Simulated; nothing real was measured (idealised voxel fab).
Title: Process Module voxel double patterning
Cross-sectional view cut (width: 190 nm; square cell size: 5 nm).
Cross-sections here: square-cell grids, written as top-down lists of bands, a band being one or more rows of cells.
First you get the band's top height and its bottom height, in nm, and then the materials it's made of, left to right, with each width in nm. If you see a single material with "full width", that one covers the band edge to edge. "air" is empty space.
Measure heights from 0. That's the level where, below it, the as-received wafer is all one material. The lowest band is bottomless and extends downward; write it as in "z 0 and below".
A width such as "30->40" changes by the same amount from each row of cells to the next, from the band's top row to its bottom row.
Step marked "remains unaltered"? Then no cell in the cross-section changed in it.
In "Encapsulated voids" the enclosed voids are listed, meaning empty spaces of 8 cells or larger without any opening to the top. The form is width x height at distance, distance from the left edge, units nm.
It should be noted that, on the line of a given step, the content following the step's settings is a remark produced by the simulator itself with respect to that step.
The optional step-line setting "overlay nm" applies to steps with a mask and quantifies how far to the right of its planned location the mask lay, a negative value indicating leftward placement.

**Planned process steps**
1 RECEIVE [material Si]
2 CONFORMAL_DEP [material SiO2] [thk nm 5]
3 DIRECTIONAL_DEP [material W] [thk nm 10]
4 DIRECTIONAL_DEP [material SiN] [thk nm 5]
5 DIRECTIONAL_DEP [material aC] [thk nm 15]
6 PATTERN [tone open] [mask id FIRST] [material resist] [width nm 15] [pitch nm 50] [thk nm 30] [overlay nm 0]
7 DIRECTIONAL_ETCH [etch materials aC] [depth nm 15]
8 STRIP [etch materials resist]
9 DIRECTIONAL_ETCH [etch materials SiN] [depth nm 5]
10 STRIP [etch materials aC]
11 PATTERN [tone open] [mask id SECOND] [material resist] [width nm 15] [pitch nm 50] [thk nm 20] [overlay nm 0]
12 DIRECTIONAL_ETCH [etch materials SiN] [depth nm 5]
13 STRIP [etch materials resist]
14 DIRECTIONAL_ETCH [etch materials W] [depth nm 10]
15 STRIP [etch materials SiN]

**First of two wafers, processed according to plan**

**Wafer at receipt (post step 1), cross-section**
- z 0 and below  Si full width
- Encapsulated voids: none

**The wafer in cross-section once step 2 is complete**
- z 5 to 0  SiO2 full width
- Note: structure below 0 unchanged.

**The wafer in cross-section once step 3 is complete**
- z 15 to 5  W full width
- Note: structure below 5 unchanged.

**The wafer in cross-section once step 4 is complete**
- z 20 to 15  SiN full width
- Note: structure below 15 unchanged.

**The wafer in cross-section once step 5 is complete**
- z 35 to 20  aC full width
- Note: structure below 20 unchanged.

**The wafer in cross-section once step 6 is complete**
- z 65 to 35  resist 35  air 15  resist 35  air 15  resist 35  air 15  resist 40
- Note: structure below 35 unchanged.

**The wafer in cross-section once step 7 is complete**
- z 50 to 35  resist 35  air 15  resist 35  air 15  resist 35  air 15  resist 40
- z 35 to 20  aC 35  air 15  aC 35  air 15  aC 35  air 15  aC 40
- Note: structure below 20 unchanged.

**The wafer in cross-section once step 8 is complete**
- z 35 to 20  aC 35  air 15  aC 35  air 15  aC 35  air 15  aC 40
- Note: structure below 20 unchanged.

**The wafer in cross-section once step 9 is complete**
- z 35 to 20  aC 35  air 15  aC 35  air 15  aC 35  air 15  aC 40
- z 20 to 15  SiN 35  air 15  SiN 35  air 15  SiN 35  air 15  SiN 40
- Note: structure below 15 unchanged.

**The wafer in cross-section once step 10 is complete**
- z 20 to 15  SiN 35  air 15  SiN 35  air 15  SiN 35  air 15  SiN 40
- Note: structure below 15 unchanged.

**The wafer in cross-section once step 11 is complete**
- z 40 to 20  resist 60  air 15  resist 35  air 15  resist 65
- z 20 to 15  SiN 35  resist 15  SiN 35  resist 15  SiN 35  resist 15  SiN 40
- Note: structure below 15 unchanged.

**The wafer in cross-section once step 12 is complete**
- z 40 to 20  resist 60  air 15  resist 35  air 15  resist 65
- z 20 to 15  SiN 35  resist 15  SiN 10  air 15  SiN 10  resist 15  SiN 10  air 15  SiN 10  resist 15  SiN 40
- Note: structure below 15 unchanged.

**The wafer in cross-section once step 13 is complete**
- z 20 to 15  SiN 35  air 15  SiN 10  air 15  SiN 10  air 15  SiN 10  air 15  SiN 10  air 15  SiN 40
- Note: structure below 15 unchanged.

**The wafer in cross-section once step 14 is complete**
- z 20 to 15  SiN 35  air 15  SiN 10  air 15  SiN 10  air 15  SiN 10  air 15  SiN 10  air 15  SiN 40
- z 15 to 5  W 35  air 15  W 10  air 15  W 10  air 15  W 10  air 15  W 10  air 15  W 40
- Note: structure below 5 unchanged.

**The wafer in cross-section once step 15 is complete**
- z 15 to 5  W 35  air 15  W 10  air 15  W 10  air 15  W 10  air 15  W 10  air 15  W 40
- Note: structure below 5 unchanged.

**Companion wafer, the second of two: same beginning, same intended sequence, one mistake in carrying it out; through step 10 inclusive it tracks the first exactly**

**Second wafer, section view, time point: scheduled end of step 11**
- z 40 to 20  resist 55  air 15  resist 35  air 15  resist 70
- z 20 to 15  SiN 35  resist 15  SiN 35  resist 15  SiN 35  resist 15  SiN 40
- Note: structure below 15 unchanged.

**Second wafer, section view, time point: scheduled end of step 12**
- z 40 to 20  resist 55  air 15  resist 35  air 15  resist 70
- z 20 to 15  SiN 35  resist 15  SiN 5  air 15  SiN 15  resist 15  SiN 5  air 15  SiN 15  resist 15  SiN 40
- Note: structure below 15 unchanged.

**Second wafer, section view, time point: scheduled end of step 13**
- z 20 to 15  SiN 35  air 15  SiN 5  air 15  SiN 15  air 15  SiN 5  air 15  SiN 15  air 15  SiN 40
- Note: structure below 15 unchanged.

**Second wafer, section view, time point: scheduled end of step 14**
- z 20 to 15  SiN 35  air 15  SiN 5  air 15  SiN 15  air 15  SiN 5  air 15  SiN 15  air 15  SiN 40
- z 15 to 5  W 35  air 15  W 5  air 15  W 15  air 15  W 5  air 15  W 15  air 15  W 40
- Note: structure below 5 unchanged.

**Second wafer, section view, time point: scheduled end of step 15**
- z 15 to 5  W 35  air 15  W 5  air 15  W 15  air 15  W 5  air 15  W 15  air 15  W 40
- Note: structure below 5 unchanged.
The mistake made against the process plan was this: not per plan at step 11, really ran PATTERN [tone open] [mask id SECOND] [material resist] [width nm 15] [pitch nm 50] [thk nm 20] [overlay nm -5]
When the process is done, the second wafer contains the same cell count of every material as the first wafer, but distributed over other locations.
